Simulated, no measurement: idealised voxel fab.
A process module follows: voxel local oxidation.
For reference, the cross-section in this document is cut, with width 180 nm and square cells of 5 nm.
Cross-section = grid of square cells, listed top down in bands; band = one or more rows. Basically the band line says how high the top is and how high the bottom is, in nm, and then what's in it from left to right, every material with its width in nm. Empty space shows up as "empty", and if a single material carries "full width" it runs the full band edge to edge. All heights in this document are referenced to 0, defined as the level beneath which the wafer, as received, consists entirely of one material. The lowest band is not bounded below; it extends indefinitely downward and is written in the form "0..down". The notation "30..40" denotes a width that varies across the rows of cells in the band, beginning at the first number in the top row, finishing at the second number in the bottom row, and changing by an identical amount from each row to the next. "everything unchanged" (step): cross-section cells unchanged, all of them. What "Enclosed cavity list" gives you is every empty space of 8 cells or more that is cut off from the top. Each appears as width x height at distance, with the distance taken from the left edge and width, height and distance all in nm. Formally, on a step line, whatever follows the settings is a remark that the simulator itself makes on the step. overlay nm: where the mask lay relative to plan, measured to the right, on steps with a mask; negatives go left.

**Process steps foreseen in the plan**
1. RECEIVE (material Si)
2. OXIDIZE (depth nm 5)
3. CONFORMAL_DEP (material SiN; thk nm 15)
4. PATTERN (tone cover; mask id ACTIVE; material resist; width nm 130; thk nm 20; overlay nm 0)
5. DIRECTIONAL_ETCH (etch materials SiN; depth nm 15)
6. STRIP (etch materials resist)
7. SELECTIVE_ETCH (etch materials SiO2; depth nm 5)
8. OXIDIZE (depth nm 15)
9. STRIP (etch materials SiN)

**Cross-section of the wafer upon arrival, representing the state reached after step 1**
    0..down | Si full width
    Enclosed cavity list: none

**Cross-section: first of two wafers, module finished, run according to plan**
    0..-5 | empty 30 / SiO2 120 / empty 30
    -5..-20 | SiO2 45 / Si 90 / SiO2 45
    -20..down | Si full width
    Enclosed cavity list: none

**Wafer two cross-section, module end. Start and plan unchanged from wafer one; one mistake made during the run**
    0..-5 | empty 25 / SiO2 120 / empty 35
    -5..-20 | SiO2 40 / Si 90 / SiO2 50
    -20..down | Si full width
    Enclosed cavity list: none
What was the processing mistake? note that step 4 departed from the planned setting and was carried out as PATTERN (tone cover; mask id ACTIVE; material resist; width nm 130; thk nm 20; overlay nm -5)
Final state: per-material cell counts identical on both wafers; locations differ.
